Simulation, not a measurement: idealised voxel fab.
You're looking at the process module voxel double patterning.
195 nm wide, 5 nm square cells: that's cross-section cut.
Format of a cross-section: grid, square cells. Given as bands. Order: top down. Band: one or more rows of cells.
Band: top and bottom heights (nm) first, top before bottom; then materials from left to right, widths in nm. "edge to edge" marks a sole material filling the band edge to edge. "blank" denotes empty space.
For the purposes of this specification, 0 denotes the height below which the wafer in its as-received condition is composed wholly of one material, and the lowermost band, lacking a lower limit, extends downward without end, as expressed in "0 nm and below".
A width given as "30..40" starts at the first number in the band's top row and ends at the second number in its bottom row, shifting by an equal amount at every step from row to row.
You'll sometimes find "identical to before" written for a step, and that's the way of saying that nowhere in the cross-section did a cell change during that step.
"Enclosed void entries" enumerates empty spaces isolated from the top, with no open way to it, that contain at least 8 cells, giving each as width x height at distance from the left edge, all three in nm.
Text after the settings on a step's line: the simulator's own remark on that step.
"overlay nm", when on a step's line for a step with a mask, measures how far to the right of its planned place the mask lay; a negative measure means to the left.

## These are the steps we planned for the process
1) RECEIVE: material Si
2) CONFORMAL_DEP: material SiO2, thk nm 5
3) DIRECTIONAL_DEP: material polySi, thk nm 20
4) DIRECTIONAL_DEP: material SiN, thk nm 5
5) DIRECTIONAL_DEP: material aC, thk nm 10
6) PATTERN: tone open, mask id FIRST, material resist, width nm 15, pitch nm 50, thk nm 30, overlay nm 0
7) DIRECTIONAL_ETCH: etch materials aC, depth nm 10
8) STRIP: etch materials resist
9) DIRECTIONAL_ETCH: etch materials SiN, depth nm 5
10) STRIP: etch materials aC
11) PATTERN: tone open, mask id SECOND, material resist, width nm 15, thk nm 20, overlay nm 0
12) DIRECTIONAL_ETCH: etch materials SiN, depth nm 5
13) STRIP: etch materials resist
14) DIRECTIONAL_ETCH: etch materials polySi, depth nm 20
15) STRIP: etch materials SiN

## Cross-section of the wafer upon arrival, representing the state reached after step 1
  0 nm and below = Si edge to edge
  Enclosed void entries: none

## Here's the wafer cut in cross-section after the module, started and planned just like above, except one thing was done wrong in the run
  25 nm to 0 nm = SiO2 edge to edge
  0 nm and below = Si edge to edge
  Enclosed void entries: none
Nonconformance to the process plan: step 3 was processed under conditions differing from the plan, specifically as DIRECTIONAL_DEP: material SiO2, thk nm 20
